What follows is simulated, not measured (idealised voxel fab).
Documented hereafter: the process module known as voxel gate over fins.
The cross-section on display is named cut; it measures 225 nm wide, and its cells are 5 nm squares.
Each cross-section below is a grid of square cells, stated as bands in top-down order, with one or more rows of cells making up each band. Per band: top height and bottom height in nm, followed by the left-to-right materials and their widths in nm; "edge to edge" marks a single material spanning edge to edge, "blank" marks empty space. Height datum 0, below which the as-received substrate wafer is one material. Lowest band open at the bottom, running downward: "top 0, no bottom". Per-row width for "30->40": begins at first number (top row of band), ends at second number (bottom row), increment between rows held constant. When a step is marked "everything unchanged", none of the cells in the cross-section changed during that step. You'll see "Closed cavities" listing empty spaces that have no way open to the top, as long as they're 8 cells or more; the notation is width x height at distance, where the distance is from the left edge, and all of it is in nm. Note: text after step settings on the step line = simulator remark on that step. "overlay nm" denotes, for a step that has a mask, the displacement of the mask to the right of its planned place, with negative values corresponding to the left. Pairs follow: section before one process step, section after it down to the lowest changed band, step with settings underneath. Pairs may come from different runs of this module on the same starting wafer; continuity with the pair above only as stated in the "Before processing" entry.
BEFORE PROCESSING
    top 0, no bottom: Si edge to edge
    Closed cavities: none
STEP OUTCOME
    top 5, bottom 0: SiN edge to edge
    Heights below 0 show no change.
    Closed cavities: none
What sits between those two cross-sections? CONFORMAL_DEP (material SiN; thk nm 5)
Before processing: identical to the post-step cross-section of the immediately preceding pair.
STEP OUTCOME
    top 25, bottom 5: blank (60) | resist (15) | blank (30) | resist (15) | blank (30) | resist (15) | blank (60)
    Heights below 5 show no change.
    Closed cavities: none
What sits between those two cross-sections? PATTERN (tone cover; mask id FINS; material resist; width nm 15; pitch nm 45; thk nm 20; overlay nm 0)
Before processing: identical to the post-step cross-section of the immediately preceding pair.
STEP OUTCOME
    top 25, bottom 5: blank (60) | resist (15) | blank (30) | resist (15) | blank (30) | resist (15) | blank (60)
    top 5, bottom 0: blank (60) | SiN (15) | blank (30) | SiN (15) | blank (30) | SiN (15) | blank (60)
    Heights below 0 show no change.
    Closed cavities: none
What sits between those two cross-sections? DIRECTIONAL_ETCH (etch materials SiN; depth nm 5)
Before processing: identical to the post-step cross-section of the immediately preceding pair.
STEP OUTCOME
    top 25, bottom 5: blank (60) | resist (15) | blank (30) | resist (15) | blank (30) | resist (15) | blank (60)
    top 5, bottom 0: blank (60) | SiN (15) | blank (30) | SiN (15) | blank (30) | SiN (15) | blank (60)
    top 0, bottom -35: blank (60) | Si (15) | blank (30) | Si (15) | blank (30) | Si (15) | blank (60)
    Heights below -35 show no change.
    Closed cavities: none
What sits between those two cross-sections? DIRECTIONAL_ETCH (etch materials Si; depth nm 35)
Before processing: identical to the post-step cross-section of the immediately preceding pair.
STEP OUTCOME
    top 5, bottom 0: blank (60) | SiN (15) | blank (30) | SiN (15) | blank (30) | SiN (15) | blank (60)
    Heights below 0 show no change.
    Closed cavities: none
What sits between those two cross-sections? STRIP (etch materials resist)
Before processing: identical to the post-step cross-section of the immediately preceding pair.
STEP OUTCOME
    top 5, bottom 0: blank (60) | SiN (15) | blank (30) | SiN (15) | blank (30) | SiN (15) | blank (60)
    top 0, bottom -35: blank (60) | SiO2 (5) | Si (5) | SiO2 (5) | blank (30) | SiO2 (5) | Si (5) | SiO2 (5) | blank (30) | SiO2 (5) | Si (5) | SiO2 (5) | blank (60)
    top -35, bottom -40: SiO2 (65) | Si (5) | SiO2 (40) | Si (5) | SiO2 (40) | Si (5) | SiO2 (65)
    Heights below -40 show no change.
    Closed cavities: none
What sits between those two cross-sections? OXIDIZE (depth nm 5)
Before processing: identical to the post-step cross-section of the immediately preceding pair.
STEP OUTCOME
    top 10, bottom 5: SiO2 edge to edge
    top 5, bottom 0: SiO2 (60) | SiN (15) | SiO2 (30) | SiN (15) | SiO2 (30) | SiN (15) | SiO2 (60)
    top 0, bottom -40: SiO2 (65) | Si (5) | SiO2 (40) | Si (5) | SiO2 (40) | Si (5) | SiO2 (65)
    Heights below -40 show no change.
    Closed cavities: none
What sits between those two cross-sections? FILL_DEP (material SiO2; thk nm 5)
Before processing: identical to the post-step cross-section of the immediately preceding pair.
STEP OUTCOME
    top 5, bottom 0: SiO2 (60) | SiN (15) | SiO2 (30) | SiN (15) | SiO2 (30) | SiN (15) | SiO2 (60)
    Heights below 0 show no change.
    Closed cavities: none
What sits between those two cross-sections? CMP (height nm 5)
Before processing: identical to the post-step cross-section of the immediately preceding pair.
STEP OUTCOME
    top 5, bottom 0: blank (60) | SiN (15) | blank (30) | SiN (15) | blank (30) | SiN (15) | blank (60)
    top 0, bottom -10: blank (65) | Si (5) | blank (40) | Si (5) | blank (40) | Si (5) | blank (65)
    Heights below -10 show no change.
    Closed cavities: none
What sits between those two cross-sections? SELECTIVE_ETCH (etch materials SiO2; depth nm 15)
Before processing: identical to the post-step cross-section of the immediately preceding pair.
STEP OUTCOME
    top 0, bottom -10: blank (65) | Si (5) | blank (40) | Si (5) | blank (40) | Si (5) | blank (65)
    Heights below -10 show no change.
    Closed cavities: none
What sits between those two cross-sections? STRIP (etch materials SiN)
Before processing: identical to the post-step cross-section of the immediately preceding pair.
STEP OUTCOME
    top 5, bottom 0: blank (60) | HfO2 (15) | blank (30) | HfO2 (15) | blank (30) | HfO2 (15) | blank (60)
    top 0, bottom -5: blank (60) | HfO2 (5) | Si (5) | HfO2 (5) | blank (30) | HfO2 (5) | Si (5) | HfO2 (5) | blank (30) | HfO2 (5) | Si (5) | HfO2 (5) | blank (60)
    top -5, bottom -10: HfO2 (65) | Si (5) | HfO2 (40) | Si (5) | HfO2 (40) | Si (5) | HfO2 (65)
    Heights below -10 show no change.
    Closed cavities: none
What sits between those two cross-sections? CONFORMAL_DEP (material HfO2; thk nm 5)
Before processing: identical to the post-step cross-section of the immediately preceding pair.
STEP OUTCOME
    top 10, bottom 5: blank (55) | TiN (25) | blank (20) | TiN (25) | blank (20) | TiN (25) | blank (55)
    top 5, bottom 0: blank (55) | TiN (5) | HfO2 (15) | TiN (5) | blank (20) | TiN (5) | HfO2 (15) | TiN (5) | blank (20) | TiN (5) | HfO2 (15) | TiN (5) | blank (55)
    top 0, bottom -5: TiN (60) | HfO2 (5) | Si (5) | HfO2 (5) | TiN (30) | HfO2 (5) | Si (5) | HfO2 (5) | TiN (30) | HfO2 (5) | Si (5) | HfO2 (5) | TiN (60)
    Heights below -5 show no change.
    Closed cavities: none
What sits between those two cross-sections? CONFORMAL_DEP (material TiN; thk nm 5)
Before processing: identical to the post-step cross-section of the immediately preceding pair.
STEP OUTCOME
    top 25, bottom 10: W edge to edge
    top 10, bottom 5: W (55) | TiN (25) | W (20) | TiN (25) | W (20) | TiN (25) | W (55)
    top 5, bottom 0: W (55) | TiN (5) | HfO2 (15) | TiN (5) | W (20) | TiN (5) | HfO2 (15) | TiN (5) | W (20) | TiN (5) | HfO2 (15) | TiN (5) | W (55)
    Heights below 0 show no change.
    Closed cavities: none
What sits between those two cross-sections? FILL_DEP (material W; thk nm 15)
Before processing: identical to the post-step cross-section of the immediately preceding pair.
STEP OUTCOME
    top 20, bottom 10: W edge to edge
    Heights below 10 show no change.
    Closed cavities: none
What sits between those two cross-sections? CMP (height nm 20)
Before processing: identical to the post-step cross-section of the immediately preceding pair.
STEP OUTCOME
    top 30, bottom 20: SiN edge to edge
    Heights below 20 show no change.
    Closed cavities: none
What sits between those two cross-sections? CONFORMAL_DEP (material SiN; thk nm 10)
BEFORE PROCESSING
    top 0, bottom -10: blank (65) | Si (5) | blank (40) | Si (5) | blank (40) | Si (5) | blank (65)
    top -10, bottom -40: SiO2 (65) | Si (5) | SiO2 (40) | Si (5) | SiO2 (40) | Si (5) | SiO2 (65)
    top -40, no bottom: Si edge to edge
    Closed cavities: none
STEP OUTCOME
    top 5, bottom 0: blank (60) | TiN (15) | blank (30) | TiN (15) | blank (30) | TiN (15) | blank (60)
    top 0, bottom -5: blank (60) | TiN (5) | Si (5) | TiN (5) | blank (30) | TiN (5) | Si (5) | TiN (5) | blank (30) | TiN (5) | Si (5) | TiN (5) | blank (60)
    top -5, bottom -10: TiN (65) | Si (5) | TiN (40) | Si (5) | TiN (40) | Si (5) | TiN (65)
    Heights below -10 show no change.
    Closed cavities: none
What sits between those two cross-sections? CONFORMAL_DEP (material TiN; thk nm 5)
Before processing: identical to the post-step cross-section of the immediately preceding pair.
STEP OUTCOME
    top 20, bottom 5: W edge to edge
    top 5, bottom 0: W (60) | TiN (15) | W (30) | TiN (15) | W (30) | TiN (15) | W (60)
    top 0, bottom -5: W (60) | TiN (5) | Si (5) | TiN (5) | W (30) | TiN (5) | Si (5) | TiN (5) | W (30) | TiN (5) | Si (5) | TiN (5) | W (60)
    Heights below -5 show no change.
    Closed cavities: none
What sits between those two cross-sections? FILL_DEP (material W; thk nm 15)
Before processing: identical to the post-step cross-section of the immediately preceding pair.
STEP OUTCOME
    top 30, bottom 20: SiN edge to edge
    Heights below 20 show no change.
    Closed cavities: none
What sits between those two cross-sections? CONFORMAL_DEP (material SiN; thk nm 10)
BEFORE PROCESSING
    top 5, bottom 0: blank (60) | SiN (15) | blank (30) | SiN (15) | blank (30) | SiN (15) | blank (60)
    top 0, bottom -10: blank (65) | Si (5) | blank (40) | Si (5) | blank (40) | Si (5) | blank (65)
    top -10, bottom -40: SiO2 (65) | Si (5) | SiO2 (40) | Si (5) | SiO2 (40) | Si (5) | SiO2 (65)
    top -40, no bottom: Si edge to edge
    Closed cavities: none
STEP OUTCOME
    top 5, bottom 0: blank (60) | SiN (15) | blank (30) | SiN (15) | blank (30) | SiN (15) | blank (60)
    top 0, bottom -25: blank (65) | Si (5) | blank (40) | Si (5) | blank (40) | Si (5) | blank (65)
    Heights below -25 show no change.
    Closed cavities: none
What sits between those two cross-sections? SELECTIVE_ETCH (etch materials SiO2; depth nm 15)
Before processing: identical to the post-step cross-section of the immediately preceding pair.
STEP OUTCOME
    top 0, bottom -25: blank (65) | Si (5) | blank (40) | Si (5) | blank (40) | Si (5) | blank (65)
    Heights below -25 show no change.
    Closed cavities: none
What sits between those two cross-sections? STRIP (etch materials SiN)
Before processing: identical to the post-step cross-section of the immediately preceding pair.
STEP OUTCOME
    top 5, bottom 0: blank (60) | HfO2 (15) | blank (30) | HfO2 (15) | blank (30) | HfO2 (15) | blank (60)
    top 0, bottom -20: blank (60) | HfO2 (5) | Si (5) | HfO2 (5) | blank (30) | HfO2 (5) | Si (5) | HfO2 (5) | blank (30) | HfO2 (5) | Si (5) | HfO2 (5) | blank (60)
    top -20, bottom -25: HfO2 (65) | Si (5) | HfO2 (40) | Si (5) | HfO2 (40) | Si (5) | HfO2 (65)
    Heights below -25 show no change.
    Closed cavities: none
What sits between those two cross-sections? CONFORMAL_DEP (material HfO2; thk nm 5)
Before processing: identical to the post-step cross-section of the immediately preceding pair.
STEP OUTCOME
    top 10, bottom 5: blank (55) | TiN (25) | blank (20) | TiN (25) | blank (20) | TiN (25) | blank (55)
    top 5, bottom 0: blank (55) | TiN (5) | HfO2 (15) | TiN (5) | blank (20) | TiN (5) | HfO2 (15) | TiN (5) | blank (20) | TiN (5) | HfO2 (15) | TiN (5) | blank (55)
    top 0, bottom -15: blank (55) | TiN (5) | HfO2 (5) | Si (5) | HfO2 (5) | TiN (5) | blank (20) | TiN (5) | HfO2 (5) | Si (5) | HfO2 (5) | TiN (5) | blank (20) | TiN (5) | HfO2 (5) | Si (5) | HfO2 (5) | TiN (5) | blank (55)
    top -15, bottom -20: TiN (60) | HfO2 (5) | Si (5) | HfO2 (5) | TiN (30) | HfO2 (5) | Si (5) | HfO2 (5) | TiN (30) | HfO2 (5) | Si (5) | HfO2 (5) | TiN (60)
    Heights below -20 show no change.
    Closed cavities: none
What sits between those two cross-sections? CONFORMAL_DEP (material TiN; thk nm 5)
Before processing: identical to the post-step cross-section of the immediately preceding pair.
STEP OUTCOME
    top 25, bottom 10: W edge to edge
    top 10, bottom 5: W (55) | TiN (25) | W (20) | TiN (25) | W (20) | TiN (25) | W (55)
    top 5, bottom 0: W (55) | TiN (5) | HfO2 (15) | TiN (5) | W (20) | TiN (5) | HfO2 (15) | TiN (5) | W (20) | TiN (5) | HfO2 (15) | TiN (5) | W (55)
    top 0, bottom -15: W (55) | TiN (5) | HfO2 (5) | Si (5) | HfO2 (5) | TiN (5) | W (20) | TiN (5) | HfO2 (5) | Si (5) | HfO2 (5) | TiN (5) | W (20) | TiN (5) | HfO2 (5) | Si (5) | HfO2 (5) | TiN (5) | W (55)
    Heights below -15 show no change.
    Closed cavities: none
What sits between those two cross-sections? FILL_DEP (material W; thk nm 15)
Before processing: identical to the post-step cross-section of the immediately preceding pair.
STEP OUTCOME
    top 20, bottom 10: W edge to edge
    Heights below 10 show no change.
    Closed cavities: none
What sits between those two cross-sections? CMP (height nm 20)
Before processing: identical to the post-step cross-section of the immediately preceding pair.
STEP OUTCOME
    top 30, bottom 20: SiN edge to edge
    Heights below 20 show no change.
    Closed cavities: none
What sits between those two cross-sections? CONFORMAL_DEP (material SiN; thk nm 10)
BEFORE PROCESSING
    top 5, bottom 0: blank (60) | TiN (15) | blank (30) | TiN (15) | blank (30) | TiN (15) | blank (60)
    top 0, bottom -5: blank (60) | TiN (5) | Si (5) | TiN (5) | blank (30) | TiN (5) | Si (5) | TiN (5) | blank (30) | TiN (5) | Si (5) | TiN (5) | blank (60)
    top -5, bottom -10: TiN (65) | Si (5) | TiN (40) | Si (5) | TiN (40) | Si (5) | TiN (65)
    top -10, bottom -40: SiO2 (65) | Si (5) | SiO2 (40) | Si (5) | SiO2 (40) | Si (5) | SiO2 (65)
    top -40, no bottom: Si edge to edge
    Closed cavities: none
STEP OUTCOME
    top 10, bottom 5: blank (55) | HfO2 (25) | blank (20) | HfO2 (25) | blank (20) | HfO2 (25) | blank (55)
    top 5, bottom 0: blank (55) | HfO2 (5) | TiN (15) | HfO2 (5) | blank (20) | HfO2 (5) | TiN (15) | HfO2 (5) | blank (20) | HfO2 (5) | TiN (15) | HfO2 (5) | blank (55)
    top 0, bottom -5: HfO2 (60) | TiN (5) | Si (5) | TiN (5) | HfO2 (30) | TiN (5) | Si (5) | TiN (5) | HfO2 (30) | TiN (5) | Si (5) | TiN (5) | HfO2 (60)
    Heights below -5 show no change.
    Closed cavities: none
What sits between those two cross-sections? CONFORMAL_DEP (material HfO2; thk nm 5)
Before processing: identical to the post-step cross-section of the immediately preceding pair.
STEP OUTCOME
    top 25, bottom 10: W edge to edge
    top 10, bottom 5: W (55) | HfO2 (25) | W (20) | HfO2 (25) | W (20) | HfO2 (25) | W (55)
    top 5, bottom 0: W (55) | HfO2 (5) | TiN (15) | HfO2 (5) | W (20) | HfO2 (5) | TiN (15) | HfO2 (5) | W (20) | HfO2 (5) | TiN (15) | HfO2 (5) | W (55)
    Heights below 0 show no change.
    Closed cavities: none
What sits between those two cross-sections? FILL_DEP (material W; thk nm 15)
Before processing: identical to the post-step cross-section of the immediately preceding pair.
STEP OUTCOME
    top 20, bottom 10: W edge to edge
    Heights below 10 show no change.
    Closed cavities: none
What sits between those two cross-sections? CMP (height nm 20)
Before processing: identical to the post-step cross-section of the immediately preceding pair.
STEP OUTCOME
    top 30, bottom 20: SiN edge to edge
    Heights below 20 show no change.
    Closed cavities: none
What sits between those two cross-sections? CONFORMAL_DEP (material SiN; thk nm 10)
BEFORE PROCESSING
    top 25, bottom 5: blank (60) | resist (15) | blank (30) | resist (15) | blank (30) | resist (15) | blank (60)
    top 5, bottom 0: blank (60) | SiN (15) | blank (30) | SiN (15) | blank (30) | SiN (15) | blank (60)
    top 0, no bottom: Si edge to edge
    Closed cavities: none
STEP OUTCOME
    top 25, bottom 5: blank (60) | resist (15) | blank (30) | resist (15) | blank (30) | resist (15) | blank (60)
    top 5, bottom 0: blank (60) | SiN (15) | blank (30) | SiN (15) | blank (30) | SiN (15) | blank (60)
    top 0, bottom -45: blank (60) | Si (15) | blank (30) | Si (15) | blank (30) | Si (15) | blank (60)
    Heights below -45 show no change.
    Closed cavities: none
What sits between those two cross-sections? DIRECTIONAL_ETCH (etch materials Si; depth nm 45)
Before processing: identical to the post-step cross-section of the immediately preceding pair.
STEP OUTCOME
    top 5, bottom 0: blank (60) | SiN (15) | blank (30) | SiN (15) | blank (30) | SiN (15) | blank (60)
    Heights below 0 show no change.
    Closed cavities: none
What sits between those two cross-sections? STRIP (etch materials resist)
Before processing: identical to the post-step cross-section of the immediately preceding pair.
STEP OUTCOME
    top 5, bottom 0: blank (60) | SiN (15) | blank (30) | SiN (15) | blank (30) | SiN (15) | blank (60)
    top 0, bottom -45: blank (60) | SiO2 (5) | Si (5) | SiO2 (5) | blank (30) | SiO2 (5) | Si (5) | SiO2 (5) | blank (30) | SiO2 (5) | Si (5) | SiO2 (5) | blank (60)
    top -45, bottom -50: SiO2 (65) | Si (5) | SiO2 (40) | Si (5) | SiO2 (40) | Si (5) | SiO2 (65)
    Heights below -50 show no change.
    Closed cavities: none
What sits between those two cross-sections? OXIDIZE (depth nm 5)
Before processing: identical to the post-step cross-section of the immediately preceding pair.
STEP OUTCOME
    top 10, bottom 5: SiO2 edge to edge
    top 5, bottom 0: SiO2 (60) | SiN (15) | SiO2 (30) | SiN (15) | SiO2 (30) | SiN (15) | SiO2 (60)
    top 0, bottom -50: SiO2 (65) | Si (5) | SiO2 (40) | Si (5) | SiO2 (40) | Si (5) | SiO2 (65)
    Heights below -50 show no change.
    Closed cavities: none
What sits between those two cross-sections? FILL_DEP (material SiO2; thk nm 5)
Before processing: identical to the post-step cross-section of the immediately preceding pair.
STEP OUTCOME
    top 5, bottom 0: SiO2 (60) | SiN (15) | SiO2 (30) | SiN (15) | SiO2 (30) | SiN (15) | SiO2 (60)
    Heights below 0 show no change.
    Closed cavities: none
What sits between those two cross-sections? CMP (height nm 5)
Before processing: identical to the post-step cross-section of the immediately preceding pair.
STEP OUTCOME
    top 5, bottom 0: blank (60) | SiN (15) | blank (30) | SiN (15) | blank (30) | SiN (15) | blank (60)
    top 0, bottom -10: blank (65) | Si (5) | blank (40) | Si (5) | blank (40) | Si (5) | blank (65)
    Heights below -10 show no change.
    Closed cavities: none
What sits between those two cross-sections? SELECTIVE_ETCH (etch materials SiO2; depth nm 15)
Before processing: identical to the post-step cross-section of the immediately preceding pair.
STEP OUTCOME
    top 0, bottom -10: blank (65) | Si (5) | blank (40) | Si (5) | blank (40) | Si (5) | blank (65)
    Heights below -10 show no change.
    Closed cavities: none
What sits between those two cross-sections? STRIP (etch materials SiN)
Before processing: identical to the post-step cross-section of the immediately preceding pair.
STEP OUTCOME
    top 5, bottom 0: blank (60) | HfO2 (15) | blank (30) | HfO2 (15) | blank (30) | HfO2 (15) | blank (60)
    top 0, bottom -5: blank (60) | HfO2 (5) | Si (5) | HfO2 (5) | blank (30) | HfO2 (5) | Si (5) | HfO2 (5) | blank (30) | HfO2 (5) | Si (5) | HfO2 (5) | blank (60)
    top -5, bottom -10: HfO2 (65) | Si (5) | HfO2 (40) | Si (5) | HfO2 (40) | Si (5) | HfO2 (65)
    Heights below -10 show no change.
    Closed cavities: none
What sits between those two cross-sections? CONFORMAL_DEP (material HfO2; thk nm 5)
Before processing: identical to the post-step cross-section of the immediately preceding pair.
STEP OUTCOME
    top 10, bottom 5: blank (55) | TiN (25) | blank (20) | TiN (25) | blank (20) | TiN (25) | blank (55)
    top 5, bottom 0: blank (55) | TiN (5) | HfO2 (15) | TiN (5) | blank (20) | TiN (5) | HfO2 (15) | TiN (5) | blank (20) | TiN (5) | HfO2 (15) | TiN (5) | blank (55)
    top 0, bottom -5: TiN (60) | HfO2 (5) | Si (5) | HfO2 (5) | TiN (30) | HfO2 (5) | Si (5) | HfO2 (5) | TiN (30) | HfO2 (5) | Si (5) | HfO2 (5) | TiN (60)
    Heights below -5 show no change.
    Closed cavities: none
What sits between those two cross-sections? CONFORMAL_DEP (material TiN; thk nm 5)
Before processing: identical to the post-step cross-section of the immediately preceding pair.
STEP OUTCOME
    top 25, bottom 10: W edge to edge
    top 10, bottom 5: W (55) | TiN (25) | W (20) | TiN (25) | W (20) | TiN (25) | W (55)
    top 5, bottom 0: W (55) | TiN (5) | HfO2 (15) | TiN (5) | W (20) | TiN (5) | HfO2 (15) | TiN (5) | W (20) | TiN (5) | HfO2 (15) | TiN (5) | W (55)
    Heights below 0 show no change.
    Closed cavities: none
What sits between those two cross-sections? FILL_DEP (material W; thk nm 15)
Before processing: identical to the post-step cross-section of the immediately preceding pair.
STEP OUTCOME
    top 20, bottom 10: W edge to edge
    Heights below 10 show no change.
    Closed cavities: none
What sits between those two cross-sections? CMP (height nm 20)
Before processing: identical to the post-step cross-section of the immediately preceding pair.
STEP OUTCOME
    top 30, bottom 20: SiN edge to edge
    Heights below 20 show no change.
    Closed cavities: none
What sits between those two cross-sections? CONFORMAL_DEP (material SiN; thk nm 10)
BEFORE PROCESSING
    top 5, bottom 0: SiN edge to edge
    top 0, no bottom: Si edge to edge
    Closed cavities: none
STEP OUTCOME
    top 25, bottom 5: blank (55) | resist (25) | blank (20) | resist (25) | blank (20) | resist (25) | blank (55)
    Heights below 5 show no change.
    Closed cavities: none
What sits between those two cross-sections? PATTERN (tone cover; mask id FINS; material resist; width nm 25; pitch nm 45; thk nm 20; overlay nm 0)
Before processing: identical to the post-step cross-section of the immediately preceding pair.
STEP OUTCOME
    top 25, bottom 5: blank (55) | resist (25) | blank (20) | resist (25) | blank (20) | resist (25) | blank (55)
    top 5, bottom 0: blank (55) | SiN (25) | blank (20) | SiN (25) | blank (20) | SiN (25) | blank (55)
    Heights below 0 show no change.
    Closed cavities: none
What sits between those two cross-sections? DIRECTIONAL_ETCH (etch materials SiN; depth nm 5)
Before processing: identical to the post-step cross-section of the immediately preceding pair.
STEP OUTCOME
    top 25, bottom 5: blank (55) | resist (25) | blank (20) | resist (25) | blank (20) | resist (25) | blank (55)
    top 5, bottom 0: blank (55) | SiN (25) | blank (20) | SiN (25) | blank (20) | SiN (25) | blank (55)
    top 0, bottom -35: blank (55) | Si (25) | blank (20) | Si (25) | blank (20) | Si (25) | blank (55)
    Heights below -35 show no change.
    Closed cavities: none
What sits between those two cross-sections? DIRECTIONAL_ETCH (etch materials Si; depth nm 35)
Before processing: identical to the post-step cross-section of the immediately preceding pair.
STEP OUTCOME
    top 5, bottom 0: blank (55) | SiN (25) | blank (20) | SiN (25) | blank (20) | SiN (25) | blank (55)
    Heights below 0 show no change.
    Closed cavities: none
What sits between those two cross-sections? STRIP (etch materials resist)
Before processing: identical to the post-step cross-section of the immediately preceding pair.
STEP OUTCOME
    top 5, bottom 0: blank (55) | SiN (25) | blank (20) | SiN (25) | blank (20) | SiN (25) | blank (55)
    top 0, bottom -35: blank (55) | SiO2 (5) | Si (15) | SiO2 (5) | blank (20) | SiO2 (5) | Si (15) | SiO2 (5) | blank (20) | SiO2 (5) | Si (15) | SiO2 (5) | blank (55)
    top -35, bottom -40: SiO2 (60) | Si (15) | SiO2 (30) | Si (15) | SiO2 (30) | Si (15) | SiO2 (60)
    Heights below -40 show no change.
    Closed cavities: none
What sits between those two cross-sections? OXIDIZE (depth nm 5)
Before processing: identical to the post-step cross-section of the immediately preceding pair.
STEP OUTCOME
    top 10, bottom 5: SiO2 edge to edge
    top 5, bottom 0: SiO2 (55) | SiN (25) | SiO2 (20) | SiN (25) | SiO2 (20) | SiN (25) | SiO2 (55)
    top 0, bottom -40: SiO2 (60) | Si (15) | SiO2 (30) | Si (15) | SiO2 (30) | Si (15) | SiO2 (60)
    Heights below -40 show no change.
    Closed cavities: none
What sits between those two cross-sections? FILL_DEP (material SiO2; thk nm 5)
Before processing: identical to the post-step cross-section of the immediately preceding pair.
STEP OUTCOME
    top 5, bottom 0: SiO2 (55) | SiN (25) | SiO2 (20) | SiN (25) | SiO2 (20) | SiN (25) | SiO2 (55)
    Heights below 0 show no change.
    Closed cavities: none
What sits between those two cross-sections? CMP (height nm 5)
Before processing: identical to the post-step cross-section of the immediately preceding pair.
STEP OUTCOME
    top 5, bottom 0: blank (55) | SiN (25) | blank (20) | SiN (25) | blank (20) | SiN (25) | blank (55)
    top 0, bottom -10: blank (60) | Si (15) | blank (30) | Si (15) | blank (30) | Si (15) | blank (60)
    Heights below -10 show no change.
    Closed cavities: none
What sits between those two cross-sections? SELECTIVE_ETCH (etch materials SiO2; depth nm 15)
Before processing: identical to the post-step cross-section of the immediately preceding pair.
STEP OUTCOME
    top 0, bottom -10: blank (60) | Si (15) | blank (30) | Si (15) | blank (30) | Si (15) | blank (60)
    Heights below -10 show no change.
    Closed cavities: none
What sits between those two cross-sections? STRIP (etch materials SiN)
Before processing: identical to the post-step cross-section of the immediately preceding pair.
STEP OUTCOME
    top 5, bottom 0: blank (55) | HfO2 (25) | blank (20) | HfO2 (25) | blank (20) | HfO2 (25) | blank (55)
    top 0, bottom -5: blank (55) | HfO2 (5) | Si (15) | HfO2 (5) | blank (20) | HfO2 (5) | Si (15) | HfO2 (5) | blank (20) | HfO2 (5) | Si (15) | HfO2 (5) | blank (55)
    top -5, bottom -10: HfO2 (60) | Si (15) | HfO2 (30) | Si (15) | HfO2 (30) | Si (15) | HfO2 (60)
    Heights below -10 show no change.
    Closed cavities: none
What sits between those two cross-sections? CONFORMAL_DEP (material HfO2; thk nm 5)
Before processing: identical to the post-step cross-section of the immediately preceding pair.
STEP OUTCOME
    top 10, bottom 5: blank (50) | TiN (35) | blank (10) | TiN (35) | blank (10) | TiN (35) | blank (50)
    top 5, bottom 0: blank (50) | TiN (5) | HfO2 (25) | TiN (5) | blank (10) | TiN (5) | HfO2 (25) | TiN (5) | blank (10) | TiN (5) | HfO2 (25) | TiN (5) | blank (50)
    top 0, bottom -5: TiN (55) | HfO2 (5) | Si (15) | HfO2 (5) | TiN (20) | HfO2 (5) | Si (15) | HfO2 (5) | TiN (20) | HfO2 (5) | Si (15) | HfO2 (5) | TiN (55)
    Heights below -5 show no change.
    Closed cavities: none
What sits between those two cross-sections? CONFORMAL_DEP (material TiN; thk nm 5)
Before processing: identical to the post-step cross-section of the immediately preceding pair.
STEP OUTCOME
    top 25, bottom 10: W edge to edge
    top 10, bottom 5: W (50) | TiN (35) | W (10) | TiN (35) | W (10) | TiN (35) | W (50)
    top 5, bottom 0: W (50) | TiN (5) | HfO2 (25) | TiN (5) | W (10) | TiN (5) | HfO2 (25) | TiN (5) | W (10) | TiN (5) | HfO2 (25) | TiN (5) | W (50)
    Heights below 0 show no change.
    Closed cavities: none
What sits between those two cross-sections? FILL_DEP (material W; thk nm 15)
Before processing: identical to the post-step cross-section of the immediately preceding pair.
STEP OUTCOME
    top 20, bottom 10: W edge to edge
    Heights below 10 show no change.
    Closed cavities: none
What sits between those two cross-sections? CMP (height nm 20)
Before processing: identical to the post-step cross-section of the immediately preceding pair.
STEP OUTCOME
    top 30, bottom 20: SiN edge to edge
    Heights below 20 show no change.
    Closed cavities: none
What sits between those two cross-sections? CONFORMAL_DEP (material SiN; thk nm 10)
BEFORE PROCESSING
    top 5, bottom 0: SiN edge to edge
    top 0, no bottom: Si edge to edge
    Closed cavities: none
STEP OUTCOME
    top 25, bottom 5: blank (55) | resist (15) | blank (30) | resist (15) | blank (30) | resist (15) | blank (65)
    Heights below 5 show no change.
    Closed cavities: none
What sits between those two cross-sections? PATTERN (tone cover; mask id FINS; material resist; width nm 15; pitch nm 45; thk nm 20; overlay nm -5)
Before processing: identical to the post-step cross-section of the immediately preceding pair.
STEP OUTCOME
    top 25, bottom 5: blank (55) | resist (15) | blank (30) | resist (15) | blank (30) | resist (15) | blank (65)
    top 5, bottom 0: blank (55) | SiN (15) | blank (30) | SiN (15) | blank (30) | SiN (15) | blank (65)
    Heights below 0 show no change.
    Closed cavities: none
What sits between those two cross-sections? DIRECTIONAL_ETCH (etch materials SiN; depth nm 5)
Before processing: identical to the post-step cross-section of the immediately preceding pair.
STEP OUTCOME
    top 25, bottom 5: blank (55) | resist (15) | blank (30) | resist (15) | blank (30) | resist (15) | blank (65)
    top 5, bottom 0: blank (55) | SiN (15) | blank (30) | SiN (15) | blank (30) | SiN (15) | blank (65)
    top 0, bottom -35: blank (55) | Si (15) | blank (30) | Si (15) | blank (30) | Si (15) | blank (65)
    Heights below -35 show no change.
    Closed cavities: none
What sits between those two cross-sections? DIRECTIONAL_ETCH (etch materials Si; depth nm 35)
Before processing: identical to the post-step cross-section of the immediately preceding pair.
STEP OUTCOME
    top 5, bottom 0: blank (55) | SiN (15) | blank (30) | SiN (15) | blank (30) | SiN (15) | blank (65)
    Heights below 0 show no change.
    Closed cavities: none
What sits between those two cross-sections? STRIP (etch materials resist)
Before processing: identical to the post-step cross-section of the immediately preceding pair.
STEP OUTCOME
    top 5, bottom 0: blank (55) | SiN (15) | blank (30) | SiN (15) | blank (30) | SiN (15) | blank (65)
    top 0, bottom -35: blank (55) | SiO2 (5) | Si (5) | SiO2 (5) | blank (30) | SiO2 (5) | Si (5) | SiO2 (5) | blank (30) | SiO2 (5) | Si (5) | SiO2 (5) | blank (65)
    top -35, bottom -40: SiO2 (60) | Si (5) | SiO2 (40) | Si (5) | SiO2 (40) | Si (5) | SiO2 (70)
    Heights below -40 show no change.
    Closed cavities: none
What sits between those two cross-sections? OXIDIZE (depth nm 5)
Before processing: identical to the post-step cross-section of the immediately preceding pair.
STEP OUTCOME
    top 10, bottom 5: SiO2 edge to edge
    top 5, bottom 0: SiO2 (55) | SiN (15) | SiO2 (30) | SiN (15) | SiO2 (30) | SiN (15) | SiO2 (65)
    top 0, bottom -40: SiO2 (60) | Si (5) | SiO2 (40) | Si (5) | SiO2 (40) | Si (5) | SiO2 (70)
    Heights below -40 show no change.
    Closed cavities: none
What sits between those two cross-sections? FILL_DEP (material SiO2; thk nm 5)
Before processing: identical to the post-step cross-section of the immediately preceding pair.
STEP OUTCOME
    top 5, bottom 0: SiO2 (55) | SiN (15) | SiO2 (30) | SiN (15) | SiO2 (30) | SiN (15) | SiO2 (65)
    Heights below 0 show no change.
    Closed cavities: none
What sits between those two cross-sections? CMP (height nm 5)
